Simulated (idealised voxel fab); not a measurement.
process module | voxel air gaps
cross-section cut | 280 nm wide | cells 5 nm
A cross-section is a grid of square cells, given in bands from the top down. A band is one or more rows of cells.
Each band's line starts with the height of the band's top and of its bottom, in nm. Then come its materials from left to right, each with its width in nm. One material with "throughout" fills the band from edge to edge. "air" is empty space.
Height 0 is the level under which the wafer as received is all one material. The lowest band goes on downwards, as in "0 down".
A width such as "30 to 40" changes by the same amount from each row of cells to the next, from the band's top row to its bottom row.
"no change" after a step means that no cell of the cross-section changed.
closed voids: empty space of 8 cells or more with no open way to the top, each as width x height at its distance from the left edge, in nm
after a step's settings: what the simulator itself notes on the step
overlay nm, on a step with a mask: how far to the right of its planned place the mask lay; to the left if negative
plan
1 op RECEIVE | material Si
2 op CONFORMAL_DEP | material SiO2 | thk nm 10
3 op CONFORMAL_DEP | material SiCN | thk nm 5
4 op DIRECTIONAL_DEP | material SiO2 | thk nm 35
5 op MASKED_ETCH | tone open | mask id LINES | width nm 25 | pitch nm 50 | etch materials SiO2 | depth nm 35 | overlay nm 0
6 op CONFORMAL_DEP | material TiN | thk nm 5
7 op FILL_DEP | material Cu | thk nm 10
8 op CMP | height nm 50
9 op EPI | material Ru | thk nm 10
10 op SELECTIVE_ETCH | etch materials SiO2 | depth nm 45
11 op CONFORMAL_DEP | material SiCN | thk nm 5
as received, after step 1
  0 down: Si throughout
  closed voids: none
first wafer at the end, as planned
  65 to 60: air 35 | SiCN 205 | air 40
  60 to 50: air 35 | SiCN 5 | Ru 45 | SiCN 5 | Ru 45 | SiCN 5 | Ru 45 | SiCN 5 | Ru 45 | SiCN 5 | air 40
  50 to 45: air 35 | SiCN 15 | TiN 5 | Cu 15 | TiN 5 | SiCN 25 | TiN 5 | Cu 15 | TiN 5 | SiCN 25 | TiN 5 | Cu 15 | TiN 5 | SiCN 25 | TiN 5 | Cu 15 | TiN 5 | SiCN 15 | air 40
  45 to 20: air 45 | SiCN 5 | TiN 5 | Cu 15 | TiN 5 | SiCN 5 | air 15 | SiCN 5 | TiN 5 | Cu 15 | TiN 5 | SiCN 5 | air 15 | SiCN 5 | TiN 5 | Cu 15 | TiN 5 | SiCN 5 | air 15 | SiCN 5 | TiN 5 | Cu 15 | TiN 5 | SiCN 5 | air 50
  20 to 15: SiCN 50 | TiN 25 | SiCN 25 | TiN 25 | SiCN 25 | TiN 25 | SiCN 25 | TiN 25 | SiCN 55
  15 to 10: SiCN throughout
  10 to 0: SiO2 throughout
  0 down: Si throughout
  closed voids: 15 x 25 at 80; 15 x 25 at 130; 15 x 25 at 180
second wafer at the end: like start, like plan, one mistake
  80 to 75: SiCN throughout
  75 to 65: Ru throughout
  65 to 55: Cu throughout
  55 to 50: TiN 55 | Cu 15 | TiN 35 | Cu 15 | TiN 35 | Cu 15 | TiN 35 | Cu 15 | TiN 60
  50 to 20: SiO2 50 | TiN 5 | Cu 15 | TiN 5 | SiO2 25 | TiN 5 | Cu 15 | TiN 5 | SiO2 25 | TiN 5 | Cu 15 | TiN 5 | SiO2 25 | TiN 5 | Cu 15 | TiN 5 | SiO2 55
  20 to 15: SiO2 50 | TiN 25 | SiO2 25 | TiN 25 | SiO2 25 | TiN 25 | SiO2 25 | TiN 25 | SiO2 55
  15 to 10: SiCN throughout
  10 to 0: SiO2 throughout
  0 down: Si throughout
  closed voids: none
what went wrong: step 8 was left out
at the end the second wafer has, in cells: 124 more of Cu | 40 more of Ru | 92 fewer of SiCN | 252 more of SiO2 | 44 more of TiN
closed voids at the end (first wafer, second wafer): 3, 0
